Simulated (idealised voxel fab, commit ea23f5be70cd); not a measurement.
Process module heading - voxel lift off
Xsec cut, 220 nm wide, square cell size 5 nm.
A cross-section is written here as square cells arranged in a grid, and it is given in bands from the top down, each band taking up one or more rows of cells. Band: top height; bottom height; in nm. Then, left to right: material with width in nm, for each material. "all across": a single material spanning edge to edge. "empty": empty space. We count height from 0. Below that, the starting wafer is all one material. The lowest band never ends at the bottom but goes on down; see "top 0, no bottom" for how that is written. The expression "30 to 40" gives the width at the extremes of the band, the first number at its top row of cells and the second at its bottom row, with the width changing by equal amounts from each row to the next in between. "no change occurred" after a step means that no cell of the cross-section changed. Any empty space of 8 cells or more lacking an open way to the top shows up in "Fully closed voids" as width x height at distance, distance from the left edge, in nm. Formally, on a step line, whatever follows the settings is a remark that the simulator itself makes on the step. On any step carrying a mask, the "overlay nm" setting, if present on the step's line, tells how far right of its planned place the mask lay; negative values point to the left.

plan:
1) RECEIVE with material Si
2) CONFORMAL_DEP with material Al2O3, thk nm 10
3) PATTERN with tone open, mask id LINES, material resist, width nm 30, pitch nm 45, thk nm 25, overlay nm 0
4) DIRECTIONAL_DEP with material Ru, thk nm 15
5) STRIP with etch materials resist
6) CONFORMAL_DEP with material SiO2, thk nm 5

First wafer out of two, processed as planned:

Wafer as received: cross-section following step 1:
* top 0, no bottom: Si all across
* Fully closed voids: none

The wafer in cross-section once step 2 is complete:
* top 10, bottom 0: Al2O3 all across
* Rest of section, below 0: as before.

The wafer in cross-section once step 3 is complete:
* top 35, bottom 10: 70 resist  30 empty  15 resist  30 empty  75 resist
* Rest of section, below 10: as before.

The wafer in cross-section once step 4 is complete:
* top 50, bottom 35: 70 Ru  30 empty  15 Ru  30 empty  75 Ru
* top 35, bottom 25: 70 resist  30 empty  15 resist  30 empty  75 resist
* top 25, bottom 10: 70 resist  30 Ru  15 resist  30 Ru  75 resist
* Rest of section, below 10: as before.

The wafer in cross-section once step 5 is complete:
* top 25, bottom 10: 70 empty  30 Ru  15 empty  30 Ru  75 empty
* Rest of section, below 10: as before.

The wafer in cross-section once step 6 is complete:
* top 30, bottom 25: 65 empty  40 SiO2  5 empty  40 SiO2  70 empty
* top 25, bottom 15: 65 empty  5 SiO2  30 Ru  5 SiO2  5 empty  5 SiO2  30 Ru  5 SiO2  70 empty
* top 15, bottom 10: 70 SiO2  30 Ru  15 SiO2  30 Ru  75 SiO2
* Rest of section, below 10: as before.

Second wafer, same starting state and plan as the first, one mistake in the run, identical through step 5:

Cross-sectional view of the second wafer at the intended end time of process step 6:
* top 30, bottom 15: 65 empty  40 Ru  5 empty  40 Ru  70 empty
* top 15, bottom 10: Ru all across
* Rest of section, below 10: as before.
Diagnosis: contrary to plan, step 6 was performed as CONFORMAL_DEP with material Ru, thk nm 5
at the end the second wafer has, in cells: 56 more of Ru; 56 fewer of SiO2
